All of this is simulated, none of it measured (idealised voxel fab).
Presented below is a process module, voxel self aligned contacts.
Each square cell in cross-section cut measures 5 nm, and the section as a whole is 235 nm wide.
This document writes a cross-section as a grid whose cells are square, and gives it as bands, listed from the top down; one or more rows of cells form a band.
The entry gives the band's vertical extent as a top height and a bottom height in nm, then its horizontal make-up as materials from left to right, each with a width in nm. "blank" stands for empty space; a single material marked "full width" fills the band edge to edge.
The reference from which all heights are counted is 0, the level beneath which the as-received wafer is entirely one material; the lowest band, having no lower bound, proceeds downward and is written after the example "from 0 down".
Per-row width for "30..40": begins at first number (top row of band), ends at second number (bottom row), increment between rows held constant.
Step marked "remained unchanged"? Then no cell in the cross-section changed in it.
Unvented cavities: empty space of 8 cells or more with no open way to the top, each as width x height at its distance from the left edge, in nm
Where a step's line continues beyond its settings, the continuation is a remark by the simulator itself on that step.
When a step includes a mask, the "overlay nm" setting on its line states how far to the right of its planned place that mask lay, and negative values state how far to the left.
### Process steps - plan
1 RECEIVE [material Si]
2 OXIDIZE [depth nm 5]
3 DIRECTIONAL_DEP [material polySi] [thk nm 30]
4 DIRECTIONAL_DEP [material SiN] [thk nm 20]
5 PATTERN [tone cover] [mask id GATE] [material resist] [width nm 30] [pitch nm 70] [thk nm 15] [overlay nm 0]
6 DIRECTIONAL_ETCH [etch materials SiN] [depth nm 20]
7 DIRECTIONAL_ETCH [etch materials polySi] [depth nm 30]
8 STRIP [etch materials resist]
9 CONFORMAL_DEP [material SiN] [thk nm 10]
10 DIRECTIONAL_ETCH [etch materials SiN] [depth nm 10]
11 FILL_DEP [material SiO2] [thk nm 20]
12 CMP [height nm 60]
13 DIRECTIONAL_DEP [material aC] [thk nm 15]
14 PATTERN [tone open] [mask id CONTACT] [material resist] [width nm 50] [pitch nm 70] [thk nm 30] [overlay nm 0]
15 DIRECTIONAL_ETCH [etch materials aC] [depth nm 15]
16 STRIP [etch materials resist]
17 DIRECTIONAL_ETCH [etch materials SiO2] [depth nm 65]
18 STRIP [etch materials aC]
19 CONFORMAL_DEP [material TiN] [thk nm 5]
20 FILL_DEP [material W] [thk nm 5]
21 CMP [height nm 60]
22 CONFORMAL_DEP [material SiCN] [thk nm 5]
### As received (post step 1): cross-section
- from 0 down | Si full width
- Unvented cavities: none
### End-of-module XS, first of two wafers, run as planned
- from 65 to 60 | SiCN full width
- from 60 to 50 | SiO2 55 / TiN 5..20 / W 40..10 / TiN 5..20 / SiO2 20 / TiN 5..20 / W 40..10 / TiN 5..20 / SiO2 60
- from 50 to 30 | SiO2 20 / SiN 50 / TiN 5 / W 10 / TiN 5 / SiN 50 / TiN 5 / W 10 / TiN 5 / SiN 50 / SiO2 25
- from 30 to 0 | SiO2 20 / SiN 10 / polySi 30 / SiN 10 / TiN 5 / W 10 / TiN 5 / SiN 10 / polySi 30 / SiN 10 / TiN 5 / W 10 / TiN 5 / SiN 10 / polySi 30 / SiN 10 / SiO2 25
- from 0 to -5 | SiO2 70 / TiN 20 / SiO2 50 / TiN 20 / SiO2 75
- from -5 down | Si full width
- Unvented cavities: none
### second wafer at the end: like start, like plan, one mistake
- from 65 to 60 | SiCN full width
- from 60 to 55 | W 50 / TiN 5 / SiO2 50 / TiN 5 / W 10 / TiN 5 / SiO2 50 / TiN 5 / W 55
- from 55 to 50 | W 15 / TiN 40 / SiO2 50 / TiN 20 / SiO2 50 / TiN 40 / W 20
- from 50 to 30 | W 15 / TiN 5 / SiN 50 / SiO2 20 / SiN 50 / SiO2 20 / SiN 50 / TiN 5 / W 20
- from 30 to 0 | W 15 / TiN 5 / SiN 10 / polySi 30 / SiN 10 / SiO2 20 / SiN 10 / polySi 30 / SiN 10 / SiO2 20 / SiN 10 / polySi 30 / SiN 10 / TiN 5 / W 20
- from 0 to -5 | TiN 20 / SiO2 190 / TiN 25
- from -5 down | Si full width
- Unvented cavities: none
The plan and the run diverged here: step 14 off recipe, ran as PATTERN [tone cover] [mask id CONTACT] [material resist] [width nm 50] [pitch nm 70] [thk nm 30] [overlay nm 0]
Heads up, by the end the second wafer has more or fewer cells of some materials compared to the first: SiO2: 25 fewer | TiN: 15 fewer | W: 40 more
